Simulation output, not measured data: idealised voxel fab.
process module | voxel gate over fins
cross-section cut | 150 nm wide | cells 5 nm
A cross-section is a grid of square cells, given in bands from the top down. A band is one or more rows of cells.
Each band's line starts with the height of the band's top and of its bottom, in nm. Then come its materials from left to right, each with its width in nm. One material with "throughout" fills the band from edge to edge. "air" is empty space.
Height 0 is the level under which the wafer as received is all one material. The lowest band goes on downwards, as in "0 down".
A width such as "30 to 40" changes by the same amount from each row of cells to the next, from the band's top row to its bottom row.
"no change" after a step means that no cell of the cross-section changed.
closed voids: empty space of 8 cells or more with no open way to the top, each as width x height at its distance from the left edge, in nm
after a step's settings: what the simulator itself notes on the step
overlay nm, on a step with a mask: how far to the right of its planned place the mask lay; to the left if negative
plan
1 op RECEIVE | material Si
2 op CONFORMAL_DEP | material SiN | thk nm 5
3 op MASKED_ETCH | tone cover | mask id FINS | width nm 15 | pitch nm 40 | etch materials SiN | depth nm 5 | overlay nm -10
4 op MASKED_ETCH | tone cover | mask id FINS | width nm 15 | pitch nm 40 | etch materials Si | depth nm 40 | overlay nm 0
5 op FILL_DEP | material SiO2 | thk nm 10
6 op CMP | height nm 5
7 op SELECTIVE_ETCH | etch materials SiO2 | depth nm 15
8 op STRIP | etch materials SiN
9 op CONFORMAL_DEP | material HfO2 | thk nm 5
10 op CONFORMAL_DEP | material TiN | thk nm 5
11 op FILL_DEP | material W | thk nm 15
12 op CMP | height nm 20
13 op CONFORMAL_DEP | material SiN | thk nm 5
varied across the wafers: overlay nm of step 3. The plan shows the first wafer's value. All wafers start alike
first wafer as received, after step 1
  0 down: Si throughout
  closed voids: none
each wafer at the end: cells of each material gained (+) or lost (-) since it was received, then its closed voids
overlay nm -10 | +42 HfO2 | -120 Si | +30 SiN | +90 SiO2 | +38 TiN | +70 W | closed voids: none
overlay nm -5 | +42 HfO2 | -144 Si | +30 SiN | +108 SiO2 | +42 TiN | +72 W | closed voids: none
overlay nm 0 | +42 HfO2 | -168 Si | +30 SiN | +126 SiO2 | +42 TiN | +78 W | closed voids: none
overlay nm 5 | +42 HfO2 | -144 Si | +30 SiN | +108 SiO2 | +42 TiN | +72 W | closed voids: none
overlay nm 10 | +42 HfO2 | -120 Si | +30 SiN | +90 SiO2 | +38 TiN | +70 W | closed voids: none
overlay nm 15 | +42 HfO2 | -96 Si | +30 SiN | +72 SiO2 | +34 TiN | +68 W | closed voids: none
